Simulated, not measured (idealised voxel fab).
Documented hereafter: the process module known as voxel self aligned vias.
We display cut, a cross-section 190 nm in width whose square cells are each 5 nm.
Format of a cross-section: grid, square cells. Given as bands. Order: top down. Band: one or more rows of cells. The entry gives the band's vertical extent as a top height and a bottom height in nm, then its horizontal make-up as materials from left to right, each with a width in nm. "empty" stands for empty space; a single material marked "all across" fills the band edge to edge. Zero point of the height axis is 0; under it, received wafer = one material. Lowest band: continues down indefinitely, "0 nm and below". You'd read "30 to 40" like this: the band's top row of cells is as wide as the first number, its bottom row is as wide as the second, and going down, every row changes width by the same amount as the row before did. Where a step carries "nothing different", the cross-section came out of it unchanged, cell for cell. Listed in "Closed void listing": every empty space of 8 or more cells without an open way to the top. Form: width x height at distance, the distance being from the left edge, all in nm. If you see something after the settings on a step's line, that's the simulator's own remark about that step. overlay nm: how far to the right of its planned place the mask lay on this masked step (negative: to the left).
**Process steps foreseen in the plan**
- 1: RECEIVE with material Si
- 2: CONFORMAL_DEP with material SiO2, thk nm 10
- 3: CONFORMAL_DEP with material SiCN, thk nm 5
- 4: DIRECTIONAL_DEP with material lowk, thk nm 30
- 5: DIRECTIONAL_DEP with material aC, thk nm 10
- 6: PATTERN with tone open, mask id LINES, material resist, width nm 30, pitch nm 80, thk nm 25, overlay nm -15
- 7: DIRECTIONAL_ETCH with etch materials aC, depth nm 10
- 8: STRIP with etch materials resist
- 9: DIRECTIONAL_ETCH with etch materials lowk, depth nm 30
- 10: STRIP with etch materials aC
- 11: CONFORMAL_DEP with material TiN, thk nm 5
- 12: FILL_DEP with material Ru, thk nm 5
- 13: CMP with height nm 45
- 14: SELECTIVE_ETCH with etch materials W Ru TiN, depth nm 10
- 15: FILL_DEP with material SiN, thk nm 5
- 16: CMP with height nm 45
- 17: DIRECTIONAL_DEP with material lowk, thk nm 20
- 18: DIRECTIONAL_DEP with material aC, thk nm 10
- 19: PATTERN with tone open, mask id VIAS, material resist, width nm 50, pitch nm 80, thk nm 25, overlay nm 0
- 20: DIRECTIONAL_ETCH with etch materials aC, depth nm 10
- 21: STRIP with etch materials resist
- 22: DIRECTIONAL_ETCH with etch materials lowk, depth nm 20
- 23: DIRECTIONAL_ETCH with etch materials SiN, depth nm 10
- 24: STRIP with etch materials aC
- 25: CONFORMAL_DEP with material TiN, thk nm 5
- 26: FILL_DEP with material W, thk nm 5
- 27: CMP with height nm 65
- 28: CONFORMAL_DEP with material SiCN, thk nm 5
For this document, wafers share an identical start and vary in the step 6 overlay nm; the plan quotes the first wafer's value.
**Cross-section of the first of several received wafers, showing its state after step 1**
* 0 nm and below | Si all across
* Closed void listing: none
**Here is how to read the rows: every wafer has a row, and it shows the wafer at the end of the module, giving for each material how many cells were gained (+) or lost (-) since the wafer was received, then listing its closed voids**
overlay nm -15 | +24 Ru | +76 SiCN | +4 SiN | +76 SiO2 | +64 TiN | +60 W | +228 lowk | Closed void listing: none
overlay nm -10 | +24 Ru | +76 SiCN | +76 SiO2 | +64 TiN | +64 W | +228 lowk | Closed void listing: none
overlay nm -5 | +24 Ru | +76 SiCN | +76 SiO2 | +64 TiN | +64 W | +228 lowk | Closed void listing: none
overlay nm 0 | +24 Ru | +76 SiCN | +76 SiO2 | +64 TiN | +64 W | +228 lowk | Closed void listing: none
overlay nm 5 | +24 Ru | +76 SiCN | +76 SiO2 | +64 TiN | +64 W | +228 lowk | Closed void listing: none
overlay nm 10 | +24 Ru | +76 SiCN | +76 SiO2 | +64 TiN | +64 W | +228 lowk | Closed void listing: none
overlay nm 15 | +24 Ru | +76 SiCN | +4 SiN | +76 SiO2 | +64 TiN | +60 W | +228 lowk | Closed void listing: none
